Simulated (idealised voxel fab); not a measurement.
You're looking at the process module voxel trench capacitor.
For reference, the cross-section in this document is cut, with width 245 nm and square cells of 5 nm.
Think of the cross-section as a grid of square cells. We describe it in bands, top to bottom, and each band covers one or more rows of those cells. Each band's line starts with the height of the band's top and of its bottom, in nm. Then come its materials from left to right, each with its width in nm. One material with "full width" fills the band from edge to edge. "air" is empty space. Basically, 0 is our baseline, since under it the wafer straight out of the box is all one material. The bottom band has no lower end and keeps on going down, so it looks like "top 0, no bottom". Width: "30->40" (first number = top row, second number = bottom row, same change from row to row of cells). The designation "nothing altered", where it is given for a processing step, indicates that no cell of the cross-section was altered in the course of that step. Entry "Sealed void inventory". Content: empty spaces with no open connection to the top, size 8 cells or greater. Each: width x height at distance. Distance: from left edge. Unit: nm. Text after the settings on a step's line: the simulator's own remark on that step. A step's line can hold "overlay nm"; with a mask on that step, the setting says how far right of the planned place the mask lay, while a negative setting says it lay to the left.
### Set out below are the planned steps of the process
- 1: RECEIVE [material Si]
- 2: CONFORMAL_DEP [material SiN] [thk nm 10]
- 3: MASKED_ETCH [tone open] [mask id TRENCH] [width nm 15] [pitch nm 30] [etch materials SiN] [depth nm 10] [overlay nm 0]
- 4: MASKED_ETCH [tone open] [mask id TRENCH] [width nm 15] [pitch nm 30] [etch materials Si] [depth nm 30] [overlay nm 0]
- 5: CONFORMAL_DEP [material Al2O3] [thk nm 5]
- 6: FILL_DEP [material polySi] [thk nm 5]
- 7: CMP [height nm 10]
### Incoming wafer in cross-section (state: after step 1)
* top 0, no bottom = Si full width
* Sealed void inventory: none
### Cross-section: first of two wafers, module finished, run according to plan
* top 10, bottom 0 = 70 SiN | 5 Al2O3 | 5 polySi | 5 Al2O3 | 15 SiN | 5 Al2O3 | 5 polySi | 5 Al2O3 | 15 SiN | 5 Al2O3 | 5 polySi | 5 Al2O3 | 15 SiN | 5 Al2O3 | 5 polySi | 5 Al2O3 | 70 SiN
* top 0, bottom -25 = 70 Si | 5 Al2O3 | 5 polySi | 5 Al2O3 | 15 Si | 5 Al2O3 | 5 polySi | 5 Al2O3 | 15 Si | 5 Al2O3 | 5 polySi | 5 Al2O3 | 15 Si | 5 Al2O3 | 5 polySi | 5 Al2O3 | 70 Si
* top -25, bottom -30 = 70 Si | 15 Al2O3 | 15 Si | 15 Al2O3 | 15 Si | 15 Al2O3 | 15 Si | 15 Al2O3 | 70 Si
* top -30, no bottom = Si full width
* Sealed void inventory: none
### Cross-section of the latter of the two wafers at module completion. It had an identical start and an identical plan to the former; in running it, one mistake was made
* top 10, bottom 0 = 70 SiN | 5 Al2O3 | 5 polySi | 5 Al2O3 | 15 SiN | 5 Al2O3 | 5 polySi | 5 Al2O3 | 15 SiN | 5 Al2O3 | 5 polySi | 5 Al2O3 | 15 SiN | 5 Al2O3 | 5 polySi | 5 Al2O3 | 70 SiN
* top 0, bottom -55 = 70 Si | 5 Al2O3 | 5 polySi | 5 Al2O3 | 15 Si | 5 Al2O3 | 5 polySi | 5 Al2O3 | 15 Si | 5 Al2O3 | 5 polySi | 5 Al2O3 | 15 Si | 5 Al2O3 | 5 polySi | 5 Al2O3 | 70 Si
* top -55, bottom -60 = 70 Si | 15 Al2O3 | 15 Si | 15 Al2O3 | 15 Si | 15 Al2O3 | 15 Si | 15 Al2O3 | 70 Si
* top -60, no bottom = Si full width
* Sealed void inventory: none
Short version of what went wrong: step 4, plan: ran twice
Final tally in cells, some materials are higher or lower on the second wafer than on the first: Al2O3: 48 more; Si: 72 fewer; polySi: 24 more
